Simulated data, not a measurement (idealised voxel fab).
This is a process module. Its name is voxel air gaps.
Cross-sectional view cut (width: 210 nm; square cell size: 5 nm).
Think of the cross-section as a grid of square cells. We describe it in bands, top to bottom, and each band covers one or more rows of those cells.
Band: top height; bottom height; in nm. Then, left to right: material with width in nm, for each material. "full width": a single material spanning edge to edge. "empty": empty space.
Convention: height 0 is the level below which the wafer, as received, is all one material. The lowest band does not terminate at the bottom but continues downward, represented as "0 down".
A width given as "30 to 40" starts at the first number in the band's top row and ends at the second number in its bottom row, shifting by an equal amount at every step from row to row.
The designation "no change", where it is given for a processing step, indicates that no cell of the cross-section was altered in the course of that step.
Empty spaces counting at least 8 cells and having no open way to the top are listed in "Trapped voids". The notation width x height at distance is used for each, the distance being from the left edge and all three values in nm.
after a step's settings: what the simulator itself notes on the step
On any step carrying a mask, the "overlay nm" setting, if present on the step's line, tells how far right of its planned place the mask lay; negative values point to the left.

## The process steps that were planned are listed below
| 1 | RECEIVE with material Si |
| 2 | CONFORMAL_DEP with material SiO2, thk nm 10 |
| 3 | CONFORMAL_DEP with material SiN, thk nm 5 |
| 4 | DIRECTIONAL_DEP with material SiO2, thk nm 35 |
| 5 | MASKED_ETCH with tone open, mask id LINES, width nm 15, pitch nm 40, etch materials SiO2, depth nm 35, overlay nm 0 |
| 6 | CONFORMAL_DEP with material TiN, thk nm 5 |
| 7 | FILL_DEP with material Cu, thk nm 5 |
| 8 | CMP with height nm 50 |
| 9 | EPI with material Ru, thk nm 10 |
| 10 | SELECTIVE_ETCH with etch materials SiO2, depth nm 45 |
| 11 | CONFORMAL_DEP with material SiCN, thk nm 5 |

## Delivered wafer in cross-section: state after step 1
	0 down: Si full width
	Trapped voids: none

## Sectioned view, first of two wafers, at the close of the module, processed as intended in the plan
	65 to 60: 40 of empty; 125 of SiCN; 45 of empty
	60 to 50: 40 of empty; 5 of SiCN; 35 of Ru; 5 of SiCN; 35 of Ru; 5 of SiCN; 35 of Ru; 5 of SiCN; 45 of empty
	50 to 45: 40 of empty; 15 of SiCN; 5 of TiN; 5 of Cu; 5 of TiN; 25 of SiCN; 5 of TiN; 5 of Cu; 5 of TiN; 25 of SiCN; 5 of TiN; 5 of Cu; 5 of TiN; 15 of SiCN; 45 of empty
	45 to 20: 50 of empty; 5 of SiCN; 5 of TiN; 5 of Cu; 5 of TiN; 5 of SiCN; 15 of empty; 5 of SiCN; 5 of TiN; 5 of Cu; 5 of TiN; 5 of SiCN; 15 of empty; 5 of SiCN; 5 of TiN; 5 of Cu; 5 of TiN; 5 of SiCN; 55 of empty
	20 to 15: 55 of SiCN; 15 of TiN; 25 of SiCN; 15 of TiN; 25 of SiCN; 15 of TiN; 60 of SiCN
	15 to 10: SiN full width
	10 to 0: SiO2 full width
	0 down: Si full width
	Trapped voids: 15 x 25 at 75; 15 x 25 at 115

## Wafer two (of two), end-of-module cross-section: start = wafer one, plan = wafer one, one run mistake
	65 to 60: SiCN full width
	60 to 50: Ru full width
	50 to 20: 50 of Cu; 5 of TiN; 15 of SiO2; 5 of TiN; 15 of Cu; 5 of TiN; 15 of SiO2; 5 of TiN; 15 of Cu; 5 of TiN; 15 of SiO2; 5 of TiN; 55 of Cu
	20 to 15: 55 of TiN; 15 of SiO2; 25 of TiN; 15 of SiO2; 25 of TiN; 15 of SiO2; 60 of TiN
	15 to 10: SiN full width
	10 to 0: SiO2 full width
	0 down: Si full width
	Trapped voids: none
The mistake made against the process plan was this: contrary to plan, step 5 was performed as MASKED_ETCH with tone cover, mask id LINES, width nm 15, pitch nm 40, etch materials SiO2, depth nm 35, overlay nm 0
Once processing is complete, comparing cell counts shows that the second wafer has more or fewer of certain materials than the first: Cu: 144 more, Ru: 42 more, SiCN: 70 fewer, SiO2: 63 more, TiN: 24 more
Note - end result: 2 closed voids (first wafer), 0 closed voids (second wafer).
